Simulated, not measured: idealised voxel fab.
The document below concerns the process module designated voxel capacitor over wiring.
We display cut, a cross-section 260 nm in width whose square cells are each 5 nm.
A cross-section in this document is a grid of square cells, and it is written down as bands, the top band listed before the ones below it; a band is made up of one or more rows of cells.
What a band's entry tells you: where the top is and where the bottom is, as heights in nm, and after that what lies inside, material by material from left to right, each with its width in nm. Empty space is written as the word "air", and a single material marked with the word "edge to edge" occupies the band from edge to edge.
Height datum 0, below which the as-received substrate wafer is one material. Lowest band open at the bottom, running downward: "0 -> down".
You'd read "30..40" like this: the band's top row of cells is as wide as the first number, its bottom row is as wide as the second, and going down, every row changes width by the same amount as the row before did.
Where the words "nothing altered" appear for a step, the cross-section shows no cell changed by that step; every cell remained as before.
The entry "Closed void entries" lists the empty spaces that cover at least 8 cells and have no open path to the top. Each is written as width x height at distance, where the distance is measured from the left edge and all three values are in nm.
Note: text after step settings on the step line = simulator remark on that step.
overlay nm: on a step with a mask, how far right of its planned place the mask lay; negative means left.

So here's the lineup of process steps we planned:
1,RECEIVE,material Si
2,CONFORMAL_DEP,material SiO2,thk nm 15
3,CONFORMAL_DEP,material SiCN,thk nm 5
4,DIRECTIONAL_DEP,material lowk,thk nm 25
5,DIRECTIONAL_DEP,material aC,thk nm 10
6,PATTERN,tone open,mask id METAL_1,material resist,width nm 20,pitch nm 80,thk nm 30,overlay nm 0
7,DIRECTIONAL_ETCH,etch materials aC,depth nm 10
8,STRIP,etch materials resist
9,DIRECTIONAL_ETCH,etch materials lowk,depth nm 25
10,DIRECTIONAL_ETCH,etch materials SiCN,depth nm 5
11,STRIP,etch materials aC
12,CONFORMAL_DEP,material TiN,thk nm 5
13,FILL_DEP,material Ru,thk nm 5
14,CMP,height nm 45
15,EPI,material Ru,thk nm 5
16,FILL_DEP,material SiCN,thk nm 5
17,DIRECTIONAL_DEP,material SiO2,thk nm 20
18,MASKED_ETCH,tone open,mask id PLUG_1,width nm 15,etch materials SiO2,depth nm 20,overlay nm 0
19,MASKED_ETCH,tone open,mask id PLUG_1,width nm 15,etch materials SiCN,depth nm 5,overlay nm 0
20,CONFORMAL_DEP,material TiN,thk nm 5
21,FILL_DEP,material W,thk nm 10
22,CMP,height nm 75
23,DIRECTIONAL_DEP,material TiN,thk nm 5
24,DIRECTIONAL_DEP,material Al2O3,thk nm 5
25,DIRECTIONAL_DEP,material TiN,thk nm 10
26,PATTERN,tone cover,mask id UPPER_PLATE,material resist,width nm 65,thk nm 15,overlay nm 0
27,DIRECTIONAL_ETCH,etch materials TiN,depth nm 10
28,DIRECTIONAL_ETCH,etch materials Al2O3,depth nm 5
29,STRIP,etch materials resist
30,PATTERN,tone cover,mask id LOWER_PLATE,material resist,width nm 75,thk nm 15,overlay nm 0
31,DIRECTIONAL_ETCH,etch materials TiN,depth nm 5
32,STRIP,etch materials resist
33,FILL_DEP,material SiO2,thk nm 20
34,CMP,height nm 110
35,PATTERN,tone open,mask id PLUG_2,material resist,width nm 15,thk nm 15,overlay nm 0
36,DIRECTIONAL_ETCH,etch materials SiO2,depth nm 15
37,STRIP,etch materials resist
38,CONFORMAL_DEP,material TiN,thk nm 5
39,FILL_DEP,material Ru,thk nm 10
40,CMP,height nm 110
41,CONFORMAL_DEP,material SiCN,thk nm 5

Here's what the wafer looked like in cross-section when it arrived - that's after step 1:
> 0 -> down = Si edge to edge
> Closed void entries: none

As-planned run: cross-section of the first of two wafers at end of module:
> 115 -> 110 = SiCN edge to edge
> 110 -> 100 = SiO2 95 nm, then TiN 5 nm, then Ru 5 nm, then TiN 5 nm, then SiO2 150 nm
> 100 -> 95 = SiO2 95 nm, then TiN 15 nm, then SiO2 150 nm
> 95 -> 85 = SiO2 85 nm, then TiN 65 nm, then SiO2 110 nm
> 85 -> 80 = SiO2 85 nm, then Al2O3 65 nm, then SiO2 110 nm
> 80 -> 75 = SiO2 80 nm, then TiN 75 nm, then SiO2 105 nm
> 75 -> 55 = SiO2 85 nm, then TiN 5 nm, then W 5 nm, then TiN 5 nm, then SiO2 160 nm
> 55 -> 50 = SiCN 85 nm, then TiN 15 nm, then SiCN 160 nm
> 50 -> 45 = SiCN 75 nm, then Ru 30 nm, then SiCN 50 nm, then Ru 30 nm, then SiCN 75 nm
> 45 -> 20 = lowk 80 nm, then TiN 5 nm, then Ru 10 nm, then TiN 5 nm, then lowk 60 nm, then TiN 5 nm, then Ru 10 nm, then TiN 5 nm, then lowk 80 nm
> 20 -> 15 = SiCN 80 nm, then TiN 20 nm, then SiCN 60 nm, then TiN 20 nm, then SiCN 80 nm
> 15 -> 0 = SiO2 edge to edge
> 0 -> down = Si edge to edge
> Closed void entries: none

Wafer two (of two), end-of-module cross-section: start = wafer one, plan = wafer one, one run mistake:
> 115 -> 110 = SiCN edge to edge
> 110 -> 100 = SiO2 95 nm, then TiN 5 nm, then Ru 5 nm, then TiN 5 nm, then SiO2 150 nm
> 100 -> 95 = SiO2 95 nm, then TiN 15 nm, then SiO2 150 nm
> 95 -> 85 = SiO2 85 nm, then TiN 65 nm, then SiO2 110 nm
> 85 -> 80 = SiO2 85 nm, then Al2O3 65 nm, then SiO2 110 nm
> 80 -> 75 = SiO2 80 nm, then TiN 75 nm, then SiO2 105 nm
> 75 -> 55 = SiO2 85 nm, then TiN 5 nm, then W 5 nm, then TiN 5 nm, then SiO2 160 nm
> 55 -> 50 = SiCN 85 nm, then TiN 15 nm, then SiCN 160 nm
> 50 -> 45 = SiCN 75 nm, then Ru 30 nm, then SiCN 50 nm, then Ru 30 nm, then SiCN 75 nm
> 45 -> 40 = SiCN 80 nm, then TiN 20 nm, then SiCN 60 nm, then TiN 20 nm, then SiCN 80 nm
> 40 -> 15 = lowk edge to edge
> 15 -> 0 = SiO2 edge to edge
> 0 -> down = Si edge to edge
> Closed void entries: none
It is concluded that the wafer was processed incorrectly with respect to the plan, in that the run placed steps 3 and 4 each in the position the plan gave to the other
Counted in cells at the end, the second wafer holds more or fewer of these materials than the first: -20 Ru, -20 TiN, +40 lowk
